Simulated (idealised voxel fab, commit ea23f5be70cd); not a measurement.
Process module, titled voxel lift off
It is cross-section cut that appears here, measuring 275 nm in width, its square cells being 5 nm in size.
How to read a cross-section here: the picture is a grid of square cells, written as bands going from the top down, and any band can span one or more rows of cells.
Basically the band line says how high the top is and how high the bottom is, in nm, and then what's in it from left to right, every material with its width in nm. Empty space shows up as "air", and if a single material carries "edge to edge" it runs the full band edge to edge.
Heads up on the height convention: 0 is the point under which the incoming wafer is all one material, and the lowest band has no bottom, it just keeps going down, like "from 0 down".
A width such as "30..40" changes by the same amount from each row of cells to the next, from the band's top row to its bottom row.
The designation "identical to before", where it is given for a processing step, indicates that no cell of the cross-section was altered in the course of that step.
"Fully sealed cavities" specifies each empty space that is not open to the top and that occupies no fewer than 8 cells, using the form width x height at distance, the distance measured from the left edge and all three quantities in nm.
Step line, after settings: the simulator's comment on this step.
A step line may carry the setting "overlay nm", which, for steps involving a mask, states the distance by which the mask lay to the right of its intended position; negative values denote displacement to the left.

**Here's what the planned process steps look like**
- 1: RECEIVE (material Si)
- 2: CONFORMAL_DEP (material SiN; thk nm 15)
- 3: PATTERN (tone open; mask id LINES; material resist; width nm 30; pitch nm 50; thk nm 15; overlay nm 0)
- 4: DIRECTIONAL_DEP (material Ru; thk nm 5)
- 5: STRIP (etch materials resist)
- 6: CONFORMAL_DEP (material SiN; thk nm 10)

**Incoming wafer in cross-section (state: after step 1)**
* from 0 down | Si edge to edge
* Fully sealed cavities: none

**The first of two wafers, cross-sectioned at the end of the module, with the run proceeding as planned**
* from 30 to 25 | air: 60 / SiN: 150 / air: 65
* from 25 to 20 | SiN edge to edge
* from 20 to 15 | SiN: 70 / Ru: 30 / SiN: 20 / Ru: 30 / SiN: 20 / Ru: 30 / SiN: 75
* from 15 to 0 | SiN edge to edge
* from 0 down | Si edge to edge
* Fully sealed cavities: none

**Here's the second of our two wafers sectioned at module end. Same start as the first, same plan, but one mistake got made running it**
* from 30 to 25 | air: 65 / SiN: 40 / air: 10 / SiN: 40 / air: 10 / SiN: 40 / air: 70
* from 25 to 20 | SiN edge to edge
* from 20 to 15 | SiN: 75 / Ru: 20 / SiN: 30 / Ru: 20 / SiN: 30 / Ru: 20 / SiN: 80
* from 15 to 0 | SiN edge to edge
* from 0 down | Si edge to edge
* Fully sealed cavities: none
Plan not followed: for step 3, the planned setting was not used; the step was instead run as PATTERN (tone open; mask id LINES; material resist; width nm 20; pitch nm 50; thk nm 15; overlay nm 0)
Bottom line after processing is that, in cells, the second wafer is up or down on some materials versus the first: 6 fewer of Ru
